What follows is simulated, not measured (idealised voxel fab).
voxel wiring stack: a process module
It is cross-section cut that appears here, measuring 250 nm in width, its square cells being 5 nm in size.
Just so we're on the same page, the cross-sections are grids of square cells, and they're listed out in bands top to bottom, each band one or more rows deep.
Band: top height; bottom height; in nm. Then, left to right: material with width in nm, for each material. "throughout": a single material spanning edge to edge. "empty": empty space.
Beneath 0, the wafer as received is one material, and that level is where height counting begins. The lowest band goes on downward without a bottom; it is written like "0 nm and below".
It should be noted that a width expressed as "30->40" varies in equal increments from row to row of cells within the band, taking the value of the first number at the top row and that of the second number at the bottom row.
A step reported as "nothing changed" is a step in which no cell of the cross-section changed.
"Trapped void list" lists enclosed empty spaces (at least 8 cells, no open path upward to the top), each as width x height at distance from the left edge, in nm.
after a step's settings: what the simulator itself notes on the step
A step line may carry the setting "overlay nm", which, for steps involving a mask, states the distance by which the mask lay to the right of its intended position; negative values denote displacement to the left.
Here's what the planned process steps look like:
1,RECEIVE (material Si)
2,CONFORMAL_DEP (material SiO2; thk nm 15)
3,CONFORMAL_DEP (material SiN; thk nm 5)
4,DIRECTIONAL_DEP (material lowk; thk nm 25)
5,DIRECTIONAL_DEP (material aC; thk nm 10)
6,PATTERN (tone open; mask id METAL_1; material resist; width nm 25; pitch nm 45; thk nm 25; overlay nm 0)
7,DIRECTIONAL_ETCH (etch materials aC; depth nm 10)
8,STRIP (etch materials resist)
9,DIRECTIONAL_ETCH (etch materials lowk; depth nm 25)
10,DIRECTIONAL_ETCH (etch materials SiN; depth nm 5)
11,STRIP (etch materials aC)
12,CONFORMAL_DEP (material TiN; thk nm 5)
13,FILL_DEP (material W; thk nm 10)
14,CMP (height nm 45)
15,CONFORMAL_DEP (material SiCN; thk nm 5)
16,DIRECTIONAL_DEP (material lowk; thk nm 20)
17,MASKED_ETCH (tone open; mask id PLUG_1; width nm 15; pitch nm 90; etch materials lowk; depth nm 20; overlay nm 0)
18,MASKED_ETCH (tone open; mask id PLUG_1; width nm 15; pitch nm 90; etch materials SiCN; depth nm 5; overlay nm 0)
19,EPI (material Ru; thk nm 10)
20,EPI (material Ru; thk nm 10)
21,EPI (material Ru; thk nm 5)
22,CONFORMAL_DEP (material SiN; thk nm 5)
23,DIRECTIONAL_DEP (material lowk; thk nm 25)
24,MASKED_ETCH (tone open; mask id METAL_2; width nm 25; pitch nm 45; etch materials lowk; depth nm 25; overlay nm 0)
25,MASKED_ETCH (tone open; mask id METAL_2; width nm 25; pitch nm 45; etch materials SiN; depth nm 5; overlay nm 0)
26,CONFORMAL_DEP (material TiN; thk nm 5)
27,FILL_DEP (material Ru; thk nm 10)
28,CMP (height nm 100)
29,CONFORMAL_DEP (material SiCN; thk nm 5)
30,DIRECTIONAL_DEP (material lowk; thk nm 10)
31,PATTERN (tone open; mask id PLUG_2; material resist; width nm 15; pitch nm 45; thk nm 20; overlay nm 0)
32,DIRECTIONAL_ETCH (etch materials lowk; depth nm 10)
33,DIRECTIONAL_ETCH (etch materials SiCN; depth nm 5)
34,STRIP (etch materials resist)
35,CONFORMAL_DEP (material TiN; thk nm 5)
36,FILL_DEP (material W; thk nm 10)
37,CMP (height nm 115)
38,DIRECTIONAL_DEP (material TiN; thk nm 5)
39,DIRECTIONAL_DEP (material W; thk nm 15)
40,DIRECTIONAL_DEP (material aC; thk nm 10)
41,PATTERN (tone cover; mask id METAL_3; material resist; width nm 25; pitch nm 45; thk nm 30; overlay nm 0)
42,DIRECTIONAL_ETCH (etch materials aC; depth nm 10)
43,STRIP (etch materials resist)
44,DIRECTIONAL_ETCH (etch materials W; depth nm 15)
45,DIRECTIONAL_ETCH (etch materials TiN; depth nm 5)
46,STRIP (etch materials aC)
47,FILL_DEP (material lowk; thk nm 10)
48,CMP (height nm 135)
49,CONFORMAL_DEP (material SiN; thk nm 5)
First of two wafers - as planned:
As received (post step 1): cross-section:
- 0 nm and below | Si throughout
- Trapped void list: none
after step 2:
- 15 nm to 0 nm | SiO2 throughout
- Below 0 it's all the same as before, nothing changed down there.
after step 3:
- 20 nm to 15 nm | SiN throughout
- Below 15 it's all the same as before, nothing changed down there.
after step 4:
- 45 nm to 20 nm | lowk throughout
- Below 20 it's all the same as before, nothing changed down there.
after step 5:
- 55 nm to 45 nm | aC throughout
- Below 45 it's all the same as before, nothing changed down there.
after step 6:
- 80 nm to 55 nm | 45 nm resist  25 nm empty  20 nm resist  25 nm empty  20 nm resist  25 nm empty  20 nm resist  25 nm empty  45 nm resist
- Below 55 it's all the same as before, nothing changed down there.
after step 7:
- 70 nm to 55 nm | 45 nm resist  25 nm empty  20 nm resist  25 nm empty  20 nm resist  25 nm empty  20 nm resist  25 nm empty  45 nm resist
- 55 nm to 45 nm | 45 nm aC  25 nm empty  20 nm aC  25 nm empty  20 nm aC  25 nm empty  20 nm aC  25 nm empty  45 nm aC
- Below 45 it's all the same as before, nothing changed down there.
after step 8:
- 55 nm to 45 nm | 45 nm aC  25 nm empty  20 nm aC  25 nm empty  20 nm aC  25 nm empty  20 nm aC  25 nm empty  45 nm aC
- Below 45 it's all the same as before, nothing changed down there.
after step 9:
- 55 nm to 45 nm | 45 nm aC  25 nm empty  20 nm aC  25 nm empty  20 nm aC  25 nm empty  20 nm aC  25 nm empty  45 nm aC
- 45 nm to 20 nm | 45 nm lowk  25 nm empty  20 nm lowk  25 nm empty  20 nm lowk  25 nm empty  20 nm lowk  25 nm empty  45 nm lowk
- Below 20 it's all the same as before, nothing changed down there.
after step 10:
- 55 nm to 45 nm | 45 nm aC  25 nm empty  20 nm aC  25 nm empty  20 nm aC  25 nm empty  20 nm aC  25 nm empty  45 nm aC
- 45 nm to 20 nm | 45 nm lowk  25 nm empty  20 nm lowk  25 nm empty  20 nm lowk  25 nm empty  20 nm lowk  25 nm empty  45 nm lowk
- 20 nm to 15 nm | 45 nm SiN  25 nm empty  20 nm SiN  25 nm empty  20 nm SiN  25 nm empty  20 nm SiN  25 nm empty  45 nm SiN
- Below 15 it's all the same as before, nothing changed down there.
after step 11:
- 45 nm to 20 nm | 45 nm lowk  25 nm empty  20 nm lowk  25 nm empty  20 nm lowk  25 nm empty  20 nm lowk  25 nm empty  45 nm lowk
- Below 20 it's all the same as before, nothing changed down there.
after step 12:
- 50 nm to 45 nm | 50 nm TiN  15 nm empty  30 nm TiN  15 nm empty  30 nm TiN  15 nm empty  30 nm TiN  15 nm empty  50 nm TiN
- 45 nm to 20 nm | 45 nm lowk  5 nm TiN  15 nm empty  5 nm TiN  20 nm lowk  5 nm TiN  15 nm empty  5 nm TiN  20 nm lowk  5 nm TiN  15 nm empty  5 nm TiN  20 nm lowk  5 nm TiN  15 nm empty  5 nm TiN  45 nm lowk
- 20 nm to 15 nm | 45 nm SiN  25 nm TiN  20 nm SiN  25 nm TiN  20 nm SiN  25 nm TiN  20 nm SiN  25 nm TiN  45 nm SiN
- Below 15 it's all the same as before, nothing changed down there.
after step 13:
- 60 nm to 50 nm | W throughout
- 50 nm to 45 nm | 50 nm TiN  15 nm W  30 nm TiN  15 nm W  30 nm TiN  15 nm W  30 nm TiN  15 nm W  50 nm TiN
- 45 nm to 20 nm | 45 nm lowk  5 nm TiN  15 nm W  5 nm TiN  20 nm lowk  5 nm TiN  15 nm W  5 nm TiN  20 nm lowk  5 nm TiN  15 nm W  5 nm TiN  20 nm lowk  5 nm TiN  15 nm W  5 nm TiN  45 nm lowk
- Below 20 it's all the same as before, nothing changed down there.
after step 14:
- 45 nm to 20 nm | 45 nm lowk  5 nm TiN  15 nm W  5 nm TiN  20 nm lowk  5 nm TiN  15 nm W  5 nm TiN  20 nm lowk  5 nm TiN  15 nm W  5 nm TiN  20 nm lowk  5 nm TiN  15 nm W  5 nm TiN  45 nm lowk
- Below 20 it's all the same as before, nothing changed down there.
after step 15:
- 50 nm to 45 nm | SiCN throughout
- Below 45 it's all the same as before, nothing changed down there.
after step 16:
- 70 nm to 50 nm | lowk throughout
- Below 50 it's all the same as before, nothing changed down there.
after step 17:
- 70 nm to 50 nm | 45 nm lowk  15 nm empty  75 nm lowk  15 nm empty  100 nm lowk
- Below 50 it's all the same as before, nothing changed down there.
after step 18:
- 70 nm to 50 nm | 45 nm lowk  15 nm empty  75 nm lowk  15 nm empty  100 nm lowk
- 50 nm to 45 nm | 45 nm SiCN  15 nm empty  75 nm SiCN  15 nm empty  100 nm SiCN
- Below 45 it's all the same as before, nothing changed down there.
after step 19:
- 70 nm to 55 nm | 45 nm lowk  15 nm empty  75 nm lowk  15 nm empty  100 nm lowk
- 55 nm to 50 nm | 45 nm lowk  15 nm Ru  75 nm lowk  15 nm Ru  100 nm lowk
- 50 nm to 45 nm | 45 nm SiCN  15 nm Ru  75 nm SiCN  15 nm Ru  100 nm SiCN
- Below 45 it's all the same as before, nothing changed down there.
after step 20:
- 70 nm to 65 nm | 45 nm lowk  15 nm empty  75 nm lowk  15 nm empty  100 nm lowk
- 65 nm to 50 nm | 45 nm lowk  15 nm Ru  75 nm lowk  15 nm Ru  100 nm lowk
- Below 50 it's all the same as before, nothing changed down there.
after step 21:
- 70 nm to 50 nm | 45 nm lowk  15 nm Ru  75 nm lowk  15 nm Ru  100 nm lowk
- Below 50 it's all the same as before, nothing changed down there.
after step 22:
- 75 nm to 70 nm | SiN throughout
- Below 70 it's all the same as before, nothing changed down there.
after step 23:
- 100 nm to 75 nm | lowk throughout
- Below 75 it's all the same as before, nothing changed down there.
after step 24:
- 100 nm to 75 nm | 45 nm lowk  25 nm empty  20 nm lowk  25 nm empty  20 nm lowk  25 nm empty  20 nm lowk  25 nm empty  45 nm lowk
- Below 75 it's all the same as before, nothing changed down there.
after step 25:
- 100 nm to 75 nm | 45 nm lowk  25 nm empty  20 nm lowk  25 nm empty  20 nm lowk  25 nm empty  20 nm lowk  25 nm empty  45 nm lowk
- 75 nm to 70 nm | 45 nm SiN  25 nm empty  20 nm SiN  25 nm empty  20 nm SiN  25 nm empty  20 nm SiN  25 nm empty  45 nm SiN
- Below 70 it's all the same as before, nothing changed down there.
after step 26:
- 105 nm to 100 nm | 50 nm TiN  15 nm empty  30 nm TiN  15 nm empty  30 nm TiN  15 nm empty  30 nm TiN  15 nm empty  50 nm TiN
- 100 nm to 75 nm | 45 nm lowk  5 nm TiN  15 nm empty  5 nm TiN  20 nm lowk  5 nm TiN  15 nm empty  5 nm TiN  20 nm lowk  5 nm TiN  15 nm empty  5 nm TiN  20 nm lowk  5 nm TiN  15 nm empty  5 nm TiN  45 nm lowk
- 75 nm to 70 nm | 45 nm SiN  25 nm TiN  20 nm SiN  25 nm TiN  20 nm SiN  25 nm TiN  20 nm SiN  25 nm TiN  45 nm SiN
- Below 70 it's all the same as before, nothing changed down there.
after step 27:
- 115 nm to 105 nm | Ru throughout
- 105 nm to 100 nm | 50 nm TiN  15 nm Ru  30 nm TiN  15 nm Ru  30 nm TiN  15 nm Ru  30 nm TiN  15 nm Ru  50 nm TiN
- 100 nm to 75 nm | 45 nm lowk  5 nm TiN  15 nm Ru  5 nm TiN  20 nm lowk  5 nm TiN  15 nm Ru  5 nm TiN  20 nm lowk  5 nm TiN  15 nm Ru  5 nm TiN  20 nm lowk  5 nm TiN  15 nm Ru  5 nm TiN  45 nm lowk
- Below 75 it's all the same as before, nothing changed down there.
after step 28:
- 100 nm to 75 nm | 45 nm lowk  5 nm TiN  15 nm Ru  5 nm TiN  20 nm lowk  5 nm TiN  15 nm Ru  5 nm TiN  20 nm lowk  5 nm TiN  15 nm Ru  5 nm TiN  20 nm lowk  5 nm TiN  15 nm Ru  5 nm TiN  45 nm lowk
- Below 75 it's all the same as before, nothing changed down there.
after step 29:
- 105 nm to 100 nm | SiCN throughout
- Below 100 it's all the same as before, nothing changed down there.
after step 30:
- 115 nm to 105 nm | lowk throughout
- Below 105 it's all the same as before, nothing changed down there.
after step 31:
- 135 nm to 115 nm | 45 nm resist  15 nm empty  30 nm resist  15 nm empty  30 nm resist  15 nm empty  30 nm resist  15 nm empty  55 nm resist
- Below 115 it's all the same as before, nothing changed down there.
after step 32:
- 135 nm to 115 nm | 45 nm resist  15 nm empty  30 nm resist  15 nm empty  30 nm resist  15 nm empty  30 nm resist  15 nm empty  55 nm resist
- 115 nm to 105 nm | 45 nm lowk  15 nm empty  30 nm lowk  15 nm empty  30 nm lowk  15 nm empty  30 nm lowk  15 nm empty  55 nm lowk
- Below 105 it's all the same as before, nothing changed down there.
after step 33:
- 135 nm to 115 nm | 45 nm resist  15 nm empty  30 nm resist  15 nm empty  30 nm resist  15 nm empty  30 nm resist  15 nm empty  55 nm resist
- 115 nm to 105 nm | 45 nm lowk  15 nm empty  30 nm lowk  15 nm empty  30 nm lowk  15 nm empty  30 nm lowk  15 nm empty  55 nm lowk
- 105 nm to 100 nm | 45 nm SiCN  15 nm empty  30 nm SiCN  15 nm empty  30 nm SiCN  15 nm empty  30 nm SiCN  15 nm empty  55 nm SiCN
- Below 100 it's all the same as before, nothing changed down there.
after step 34:
- 115 nm to 105 nm | 45 nm lowk  15 nm empty  30 nm lowk  15 nm empty  30 nm lowk  15 nm empty  30 nm lowk  15 nm empty  55 nm lowk
- Below 105 it's all the same as before, nothing changed down there.
after step 35:
- 120 nm to 115 nm | 50 nm TiN  5 nm empty  40 nm TiN  5 nm empty  40 nm TiN  5 nm empty  40 nm TiN  5 nm empty  60 nm TiN
- 115 nm to 105 nm | 45 nm lowk  5 nm TiN  5 nm empty  5 nm TiN  30 nm lowk  5 nm TiN  5 nm empty  5 nm TiN  30 nm lowk  5 nm TiN  5 nm empty  5 nm TiN  30 nm lowk  5 nm TiN  5 nm empty  5 nm TiN  55 nm lowk
- 105 nm to 100 nm | 45 nm SiCN  15 nm TiN  30 nm SiCN  15 nm TiN  30 nm SiCN  15 nm TiN  30 nm SiCN  15 nm TiN  55 nm SiCN
- Below 100 it's all the same as before, nothing changed down there.
after step 36:
- 130 nm to 120 nm | W throughout
- 120 nm to 115 nm | 50 nm TiN  5 nm W  40 nm TiN  5 nm W  40 nm TiN  5 nm W  40 nm TiN  5 nm W  60 nm TiN
- 115 nm to 105 nm | 45 nm lowk  5 nm TiN  5 nm W  5 nm TiN  30 nm lowk  5 nm TiN  5 nm W  5 nm TiN  30 nm lowk  5 nm TiN  5 nm W  5 nm TiN  30 nm lowk  5 nm TiN  5 nm W  5 nm TiN  55 nm lowk
- Below 105 it's all the same as before, nothing changed down there.
after step 37:
- 115 nm to 105 nm | 45 nm lowk  5 nm TiN  5 nm W  5 nm TiN  30 nm lowk  5 nm TiN  5 nm W  5 nm TiN  30 nm lowk  5 nm TiN  5 nm W  5 nm TiN  30 nm lowk  5 nm TiN  5 nm W  5 nm TiN  55 nm lowk
- Below 105 it's all the same as before, nothing changed down there.
after step 38:
- 120 nm to 115 nm | TiN throughout
- Below 115 it's all the same as before, nothing changed down there.
after step 39:
- 135 nm to 120 nm | W throughout
- Below 120 it's all the same as before, nothing changed down there.
after step 40:
- 145 nm to 135 nm | aC throughout
- Below 135 it's all the same as before, nothing changed down there.
after step 41:
- 175 nm to 145 nm | 45 nm empty  25 nm resist  20 nm empty  25 nm resist  20 nm empty  25 nm resist  20 nm empty  25 nm resist  45 nm empty
- Below 145 it's all the same as before, nothing changed down there.
after step 42:
- 165 nm to 145 nm | 45 nm empty  25 nm resist  20 nm empty  25 nm resist  20 nm empty  25 nm resist  20 nm empty  25 nm resist  45 nm empty
- 145 nm to 135 nm | 45 nm empty  25 nm aC  20 nm empty  25 nm aC  20 nm empty  25 nm aC  20 nm empty  25 nm aC  45 nm empty
- Below 135 it's all the same as before, nothing changed down there.
after step 43:
- 145 nm to 135 nm | 45 nm empty  25 nm aC  20 nm empty  25 nm aC  20 nm empty  25 nm aC  20 nm empty  25 nm aC  45 nm empty
- Below 135 it's all the same as before, nothing changed down there.
after step 44:
- 145 nm to 135 nm | 45 nm empty  25 nm aC  20 nm empty  25 nm aC  20 nm empty  25 nm aC  20 nm empty  25 nm aC  45 nm empty
- 135 nm to 120 nm | 45 nm empty  25 nm W  20 nm empty  25 nm W  20 nm empty  25 nm W  20 nm empty  25 nm W  45 nm empty
- Below 120 it's all the same as before, nothing changed down there.
after step 45:
- 145 nm to 135 nm | 45 nm empty  25 nm aC  20 nm empty  25 nm aC  20 nm empty  25 nm aC  20 nm empty  25 nm aC  45 nm empty
- 135 nm to 120 nm | 45 nm empty  25 nm W  20 nm empty  25 nm W  20 nm empty  25 nm W  20 nm empty  25 nm W  45 nm empty
- 120 nm to 115 nm | 45 nm empty  25 nm TiN  20 nm empty  25 nm TiN  20 nm empty  25 nm TiN  20 nm empty  25 nm TiN  45 nm empty
- Below 115 it's all the same as before, nothing changed down there.
after step 46:
- 135 nm to 120 nm | 45 nm empty  25 nm W  20 nm empty  25 nm W  20 nm empty  25 nm W  20 nm empty  25 nm W  45 nm empty
- Below 120 it's all the same as before, nothing changed down there.
after step 47:
- 145 nm to 135 nm | lowk throughout
- 135 nm to 120 nm | 45 nm lowk  25 nm W  20 nm lowk  25 nm W  20 nm lowk  25 nm W  20 nm lowk  25 nm W  45 nm lowk
- 120 nm to 115 nm | 45 nm lowk  25 nm TiN  20 nm lowk  25 nm TiN  20 nm lowk  25 nm TiN  20 nm lowk  25 nm TiN  45 nm lowk
- Below 115 it's all the same as before, nothing changed down there.
after step 48:
- 135 nm to 120 nm | 45 nm lowk  25 nm W  20 nm lowk  25 nm W  20 nm lowk  25 nm W  20 nm lowk  25 nm W  45 nm lowk
- Below 120 it's all the same as before, nothing changed down there.
after step 49:
- 140 nm to 135 nm | SiN throughout
- Below 135 it's all the same as before, nothing changed down there.
Second Wafer (Identical Start and Plan, One Processing Error; Matches First Wafer Through Step 15):
Second wafer at the planned finish of step 16, seen in cross-section:
- 90 nm to 50 nm | lowk throughout
- Below 50 it's all the same as before, nothing changed down there.
Second wafer at the planned finish of step 17, seen in cross-section:
- 90 nm to 70 nm | 45 nm lowk  15 nm empty  75 nm lowk  15 nm empty  100 nm lowk
- Below 70 it's all the same as before, nothing changed down there.
Second wafer at the planned finish of step 18, seen in cross-section: nothing changed
Second wafer at the planned finish of step 19, seen in cross-section: nothing changed
Second wafer at the planned finish of step 20, seen in cross-section: nothing changed
Second wafer at the planned finish of step 21, seen in cross-section: nothing changed
Second wafer at the planned finish of step 22, seen in cross-section:
- 95 nm to 90 nm | 50 nm SiN  5 nm empty  85 nm SiN  5 nm empty  105 nm SiN
- 90 nm to 75 nm | 45 nm lowk  5 nm SiN  5 nm empty  5 nm SiN  75 nm lowk  5 nm SiN  5 nm empty  5 nm SiN  100 nm lowk
- 75 nm to 70 nm | 45 nm lowk  15 nm SiN  75 nm lowk  15 nm SiN  100 nm lowk
- Below 70 it's all the same as before, nothing changed down there.
Second wafer at the planned finish of step 23, seen in cross-section:
- 120 nm to 100 nm | 50 nm lowk  5 nm empty  85 nm lowk  5 nm empty  105 nm lowk
- 100 nm to 95 nm | lowk throughout
- 95 nm to 90 nm | 50 nm SiN  5 nm lowk  85 nm SiN  5 nm lowk  105 nm SiN
- 90 nm to 75 nm | 45 nm lowk  5 nm SiN  5 nm lowk  5 nm SiN  75 nm lowk  5 nm SiN  5 nm lowk  5 nm SiN  100 nm lowk
- Below 75 it's all the same as before, nothing changed down there.
Second wafer at the planned finish of step 24, seen in cross-section:
- 120 nm to 95 nm | 45 nm lowk  25 nm empty  20 nm lowk  25 nm empty  20 nm lowk  25 nm empty  20 nm lowk  25 nm empty  45 nm lowk
- 95 nm to 90 nm | 50 nm SiN  5 nm empty  85 nm SiN  5 nm empty  105 nm SiN
- 90 nm to 75 nm | 45 nm lowk  5 nm SiN  5 nm empty  5 nm SiN  75 nm lowk  5 nm SiN  5 nm empty  5 nm SiN  100 nm lowk
- Below 75 it's all the same as before, nothing changed down there.
Second wafer at the planned finish of step 25, seen in cross-section:
- 120 nm to 95 nm | 45 nm lowk  25 nm empty  20 nm lowk  25 nm empty  20 nm lowk  25 nm empty  20 nm lowk  25 nm empty  45 nm lowk
- 95 nm to 90 nm | 45 nm SiN  25 nm empty  20 nm SiN  25 nm empty  20 nm SiN  25 nm empty  20 nm SiN  25 nm empty  45 nm SiN
- 90 nm to 70 nm | 45 nm lowk  5 nm SiN  5 nm empty  5 nm SiN  75 nm lowk  5 nm SiN  5 nm empty  5 nm SiN  100 nm lowk
- Below 70 it's all the same as before, nothing changed down there.
Second wafer at the planned finish of step 26, seen in cross-section:
- 125 nm to 120 nm | 50 nm TiN  15 nm empty  30 nm TiN  15 nm empty  30 nm TiN  15 nm empty  30 nm TiN  15 nm empty  50 nm TiN
- 120 nm to 95 nm | 45 nm lowk  5 nm TiN  15 nm empty  5 nm TiN  20 nm lowk  5 nm TiN  15 nm empty  5 nm TiN  20 nm lowk  5 nm TiN  15 nm empty  5 nm TiN  20 nm lowk  5 nm TiN  15 nm empty  5 nm TiN  45 nm lowk
- 95 nm to 90 nm | 45 nm SiN  25 nm TiN  20 nm SiN  25 nm TiN  20 nm SiN  25 nm TiN  20 nm SiN  25 nm TiN  45 nm SiN
- 90 nm to 70 nm | 45 nm lowk  5 nm SiN  5 nm TiN  5 nm SiN  75 nm lowk  5 nm SiN  5 nm TiN  5 nm SiN  100 nm lowk
- Below 70 it's all the same as before, nothing changed down there.
Second wafer at the planned finish of step 27, seen in cross-section:
- 135 nm to 125 nm | Ru throughout
- 125 nm to 120 nm | 50 nm TiN  15 nm Ru  30 nm TiN  15 nm Ru  30 nm TiN  15 nm Ru  30 nm TiN  15 nm Ru  50 nm TiN
- 120 nm to 95 nm | 45 nm lowk  5 nm TiN  15 nm Ru  5 nm TiN  20 nm lowk  5 nm TiN  15 nm Ru  5 nm TiN  20 nm lowk  5 nm TiN  15 nm Ru  5 nm TiN  20 nm lowk  5 nm TiN  15 nm Ru  5 nm TiN  45 nm lowk
- Below 95 it's all the same as before, nothing changed down there.
Second wafer at the planned finish of step 28, seen in cross-section:
- 100 nm to 95 nm | 45 nm lowk  5 nm TiN  15 nm Ru  5 nm TiN  20 nm lowk  5 nm TiN  15 nm Ru  5 nm TiN  20 nm lowk  5 nm TiN  15 nm Ru  5 nm TiN  20 nm lowk  5 nm TiN  15 nm Ru  5 nm TiN  45 nm lowk
- Below 95 it's all the same as before, nothing changed down there.
Second wafer at the planned finish of step 29, seen in cross-section:
- 105 nm to 100 nm | SiCN throughout
- Below 100 it's all the same as before, nothing changed down there.
Second wafer at the planned finish of step 30, seen in cross-section:
- 115 nm to 105 nm | lowk throughout
- Below 105 it's all the same as before, nothing changed down there.
Second wafer at the planned finish of step 31, seen in cross-section:
- 135 nm to 115 nm | 45 nm resist  15 nm empty  30 nm resist  15 nm empty  30 nm resist  15 nm empty  30 nm resist  15 nm empty  55 nm resist
- Below 115 it's all the same as before, nothing changed down there.
Second wafer at the planned finish of step 32, seen in cross-section:
- 135 nm to 115 nm | 45 nm resist  15 nm empty  30 nm resist  15 nm empty  30 nm resist  15 nm empty  30 nm resist  15 nm empty  55 nm resist
- 115 nm to 105 nm | 45 nm lowk  15 nm empty  30 nm lowk  15 nm empty  30 nm lowk  15 nm empty  30 nm lowk  15 nm empty  55 nm lowk
- Below 105 it's all the same as before, nothing changed down there.
Second wafer at the planned finish of step 33, seen in cross-section:
- 135 nm to 115 nm | 45 nm resist  15 nm empty  30 nm resist  15 nm empty  30 nm resist  15 nm empty  30 nm resist  15 nm empty  55 nm resist
- 115 nm to 105 nm | 45 nm lowk  15 nm empty  30 nm lowk  15 nm empty  30 nm lowk  15 nm empty  30 nm lowk  15 nm empty  55 nm lowk
- 105 nm to 100 nm | 45 nm SiCN  15 nm empty  30 nm SiCN  15 nm empty  30 nm SiCN  15 nm empty  30 nm SiCN  15 nm empty  55 nm SiCN
- Below 100 it's all the same as before, nothing changed down there.
Second wafer at the planned finish of step 34, seen in cross-section:
- 115 nm to 105 nm | 45 nm lowk  15 nm empty  30 nm lowk  15 nm empty  30 nm lowk  15 nm empty  30 nm lowk  15 nm empty  55 nm lowk
- Below 105 it's all the same as before, nothing changed down there.
Second wafer at the planned finish of step 35, seen in cross-section:
- 120 nm to 115 nm | 50 nm TiN  5 nm empty  40 nm TiN  5 nm empty  40 nm TiN  5 nm empty  40 nm TiN  5 nm empty  60 nm TiN
- 115 nm to 105 nm | 45 nm lowk  5 nm TiN  5 nm empty  5 nm TiN  30 nm lowk  5 nm TiN  5 nm empty  5 nm TiN  30 nm lowk  5 nm TiN  5 nm empty  5 nm TiN  30 nm lowk  5 nm TiN  5 nm empty  5 nm TiN  55 nm lowk
- 105 nm to 100 nm | 45 nm SiCN  15 nm TiN  30 nm SiCN  15 nm TiN  30 nm SiCN  15 nm TiN  30 nm SiCN  15 nm TiN  55 nm SiCN
- Below 100 it's all the same as before, nothing changed down there.
Second wafer at the planned finish of step 36, seen in cross-section:
- 130 nm to 120 nm | W throughout
- 120 nm to 115 nm | 50 nm TiN  5 nm W  40 nm TiN  5 nm W  40 nm TiN  5 nm W  40 nm TiN  5 nm W  60 nm TiN
- 115 nm to 105 nm | 45 nm lowk  5 nm TiN  5 nm W  5 nm TiN  30 nm lowk  5 nm TiN  5 nm W  5 nm TiN  30 nm lowk  5 nm TiN  5 nm W  5 nm TiN  30 nm lowk  5 nm TiN  5 nm W  5 nm TiN  55 nm lowk
- Below 105 it's all the same as before, nothing changed down there.
Second wafer at the planned finish of step 37, seen in cross-section:
- 115 nm to 105 nm | 45 nm lowk  5 nm TiN  5 nm W  5 nm TiN  30 nm lowk  5 nm TiN  5 nm W  5 nm TiN  30 nm lowk  5 nm TiN  5 nm W  5 nm TiN  30 nm lowk  5 nm TiN  5 nm W  5 nm TiN  55 nm lowk
- Below 105 it's all the same as before, nothing changed down there.
Second wafer at the planned finish of step 38, seen in cross-section:
- 120 nm to 115 nm | TiN throughout
- Below 115 it's all the same as before, nothing changed down there.
Second wafer at the planned finish of step 39, seen in cross-section:
- 135 nm to 120 nm | W throughout
- Below 120 it's all the same as before, nothing changed down there.
Second wafer at the planned finish of step 40, seen in cross-section:
- 145 nm to 135 nm | aC throughout
- Below 135 it's all the same as before, nothing changed down there.
Second wafer at the planned finish of step 41, seen in cross-section:
- 175 nm to 145 nm | 45 nm empty  25 nm resist  20 nm empty  25 nm resist  20 nm empty  25 nm resist  20 nm empty  25 nm resist  45 nm empty
- Below 145 it's all the same as before, nothing changed down there.
Second wafer at the planned finish of step 42, seen in cross-section:
- 165 nm to 145 nm | 45 nm empty  25 nm resist  20 nm empty  25 nm resist  20 nm empty  25 nm resist  20 nm empty  25 nm resist  45 nm empty
- 145 nm to 135 nm | 45 nm empty  25 nm aC  20 nm empty  25 nm aC  20 nm empty  25 nm aC  20 nm empty  25 nm aC  45 nm empty
- Below 135 it's all the same as before, nothing changed down there.
Second wafer at the planned finish of step 43, seen in cross-section:
- 145 nm to 135 nm | 45 nm empty  25 nm aC  20 nm empty  25 nm aC  20 nm empty  25 nm aC  20 nm empty  25 nm aC  45 nm empty
- Below 135 it's all the same as before, nothing changed down there.
Second wafer at the planned finish of step 44, seen in cross-section:
- 145 nm to 135 nm | 45 nm empty  25 nm aC  20 nm empty  25 nm aC  20 nm empty  25 nm aC  20 nm empty  25 nm aC  45 nm empty
- 135 nm to 120 nm | 45 nm empty  25 nm W  20 nm empty  25 nm W  20 nm empty  25 nm W  20 nm empty  25 nm W  45 nm empty
- Below 120 it's all the same as before, nothing changed down there.
Second wafer at the planned finish of step 45, seen in cross-section:
- 145 nm to 135 nm | 45 nm empty  25 nm aC  20 nm empty  25 nm aC  20 nm empty  25 nm aC  20 nm empty  25 nm aC  45 nm empty
- 135 nm to 120 nm | 45 nm empty  25 nm W  20 nm empty  25 nm W  20 nm empty  25 nm W  20 nm empty  25 nm W  45 nm empty
- 120 nm to 115 nm | 45 nm empty  25 nm TiN  20 nm empty  25 nm TiN  20 nm empty  25 nm TiN  20 nm empty  25 nm TiN  45 nm empty
- Below 115 it's all the same as before, nothing changed down there.
Second wafer at the planned finish of step 46, seen in cross-section:
- 135 nm to 120 nm | 45 nm empty  25 nm W  20 nm empty  25 nm W  20 nm empty  25 nm W  20 nm empty  25 nm W  45 nm empty
- Below 120 it's all the same as before, nothing changed down there.
Second wafer at the planned finish of step 47, seen in cross-section:
- 145 nm to 135 nm | lowk throughout
- 135 nm to 120 nm | 45 nm lowk  25 nm W  20 nm lowk  25 nm W  20 nm lowk  25 nm W  20 nm lowk  25 nm W  45 nm lowk
- 120 nm to 115 nm | 45 nm lowk  25 nm TiN  20 nm lowk  25 nm TiN  20 nm lowk  25 nm TiN  20 nm lowk  25 nm TiN  45 nm lowk
- Below 115 it's all the same as before, nothing changed down there.
Second wafer at the planned finish of step 48, seen in cross-section:
- 135 nm to 120 nm | 45 nm lowk  25 nm W  20 nm lowk  25 nm W  20 nm lowk  25 nm W  20 nm lowk  25 nm W  45 nm lowk
- Below 120 it's all the same as before, nothing changed down there.
Second wafer at the planned finish of step 49, seen in cross-section:
- 140 nm to 135 nm | SiN throughout
- Below 135 it's all the same as before, nothing changed down there.
Want to know what went wrong? yeah, plan step 16 got run twice
Final cells, second wafer relative to first, materials higher or lower: -78 Ru | +6 SiCN | +16 SiN | -24 TiN | +80 lowk
